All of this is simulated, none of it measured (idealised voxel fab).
Process module name: voxel gate over fins
Pictured: cross-section cut, 270 nm wide, on a grid of 5 nm square cells.
A cross-section in this document is a grid of square cells, and it is written down as bands, the top band listed before the ones below it; a band is made up of one or more rows of cells. Top, bottom (nm), then materials left to right with widths (nm); lone material tagged "throughout" fills the whole band edge to edge; "blank" = empty space. The reference from which all heights are counted is 0, the level beneath which the as-received wafer is entirely one material; the lowest band, having no lower bound, proceeds downward and is written after the example "from 0 down". A width such as "30..40" changes by the same amount from each row of cells to the next, from the band's top row to its bottom row. For the purposes of this document, the phrase "nothing changed" attached to a step denotes that no cell within the cross-section was modified by that step. Voids, sealed: empty space of 8 cells or more with no open way to the top, each as width x height at its distance from the left edge, in nm. On a step's line, text after the settings is the simulator commenting on that step. Each step line may optionally specify "overlay nm", which for a step with a mask gives the rightward distance between the mask's planned place and where it lay, a negative value indicating the leftward direction.
# Planned step list for the process
1,RECEIVE with material Si
2,CONFORMAL_DEP with material SiN, thk nm 5
3,MASKED_ETCH with tone cover, mask id FINS, width nm 15, pitch nm 55, etch materials SiN, depth nm 5, overlay nm 0
4,MASKED_ETCH with tone cover, mask id FINS, width nm 15, pitch nm 55, etch materials Si, depth nm 30, overlay nm 0
5,FILL_DEP with material SiO2, thk nm 15
6,CMP with height nm 5
7,DIRECTIONAL_DEP with material aC, thk nm 15
8,PATTERN with tone open, mask id RAIL, material resist, width nm 15, thk nm 35, overlay nm 0
9,DIRECTIONAL_ETCH with etch materials aC, depth nm 15
10,STRIP with etch materials resist
11,DIRECTIONAL_ETCH with etch materials SiO2, depth nm 30
12,STRIP with etch materials aC
13,CONFORMAL_DEP with material TiN, thk nm 5
14,FILL_DEP with material Ru, thk nm 5
15,CMP with height nm 5
16,SELECTIVE_ETCH with etch materials W Ru TiN, depth nm 25
17,FILL_DEP with material SiO2, thk nm 5
18,CMP with height nm 5
19,SELECTIVE_ETCH with etch materials SiO2, depth nm 20
20,STRIP with etch materials SiN
21,CONFORMAL_DEP with material HfO2, thk nm 5
22,CONFORMAL_DEP with material TiN, thk nm 5
23,FILL_DEP with material W, thk nm 10
24,CMP with height nm 15
25,CONFORMAL_DEP with material SiN, thk nm 10
# Wafer at receipt (post step 1), cross-section
    from 0 down = Si throughout
    Voids, sealed: none
# Post-module cross-section of the first of two wafers (run per plan)
    from 25 to 15 = SiN throughout
    from 15 to 10 = W throughout
    from 10 to 5 = 90 nm W / 35 nm TiN / 20 nm W / 35 nm TiN / 90 nm W
    from 5 to 0 = 90 nm W / 5 nm TiN / 25 nm HfO2 / 5 nm TiN / 20 nm W / 5 nm TiN / 25 nm HfO2 / 5 nm TiN / 90 nm W
    from 0 to -5 = 90 nm W / 5 nm TiN / 5 nm HfO2 / 15 nm Si / 5 nm HfO2 / 5 nm TiN / 20 nm W / 5 nm TiN / 5 nm HfO2 / 15 nm Si / 5 nm HfO2 / 5 nm TiN / 90 nm W
    from -5 to -10 = 95 nm TiN / 5 nm HfO2 / 15 nm Si / 5 nm HfO2 / 30 nm TiN / 5 nm HfO2 / 15 nm Si / 5 nm HfO2 / 95 nm TiN
    from -10 to -15 = 100 nm HfO2 / 15 nm Si / 40 nm HfO2 / 15 nm Si / 100 nm HfO2
    from -15 to -20 = 100 nm SiO2 / 15 nm Si / 40 nm SiO2 / 15 nm Si / 100 nm SiO2
    from -20 to -25 = 100 nm SiO2 / 15 nm Si / 10 nm SiO2 / 15 nm TiN / 15 nm SiO2 / 15 nm Si / 100 nm SiO2
    from -25 to -30 = 100 nm SiO2 / 15 nm Si / 40 nm SiO2 / 15 nm Si / 100 nm SiO2
    from -30 down = Si throughout
    Voids, sealed: none
# Here is the second of the two wafers cut open at the end of the module - same start, same plan as the first one, but we made one mistake running it
    from 25 to 15 = SiN throughout
    from 15 to 10 = 115 nm W / 35 nm TiN / 120 nm W
    from 10 to 5 = 90 nm W / 30 nm TiN / 25 nm HfO2 / 35 nm TiN / 90 nm W
    from 5 to 0 = 90 nm W / 5 nm TiN / 30 nm HfO2 / 15 nm W / 5 nm HfO2 / 5 nm TiN / 25 nm HfO2 / 5 nm TiN / 90 nm W
    from 0 to -5 = 90 nm W / 5 nm TiN / 5 nm HfO2 / 15 nm Si / 10 nm HfO2 / 15 nm W / 5 nm HfO2 / 5 nm TiN / 5 nm HfO2 / 15 nm Si / 5 nm HfO2 / 5 nm TiN / 90 nm W
    from -5 to -10 = 95 nm TiN / 5 nm HfO2 / 15 nm Si / 10 nm HfO2 / 15 nm W / 5 nm HfO2 / 5 nm TiN / 5 nm HfO2 / 15 nm Si / 5 nm HfO2 / 95 nm TiN
    from -10 to -15 = 100 nm HfO2 / 15 nm Si / 10 nm HfO2 / 15 nm W / 15 nm HfO2 / 15 nm Si / 100 nm HfO2
    from -15 to -20 = 100 nm SiO2 / 15 nm Si / 10 nm SiO2 / 15 nm W / 15 nm SiO2 / 15 nm Si / 100 nm SiO2
    from -20 to -25 = 100 nm SiO2 / 15 nm Si / 10 nm SiO2 / 15 nm TiN / 15 nm SiO2 / 15 nm Si / 100 nm SiO2
    from -25 to -30 = 100 nm SiO2 / 15 nm Si / 40 nm SiO2 / 15 nm Si / 100 nm SiO2
    from -30 down = Si throughout
    Voids, sealed: none
what went wrong: step 17 deviated from plan and actually ran as FILL_DEP with material W, thk nm 5
Bottom line after processing is that, in cells, the second wafer is up or down on some materials versus the first: 8 more of HfO2; 3 fewer of SiO2; 1 fewer of TiN; 4 fewer of W
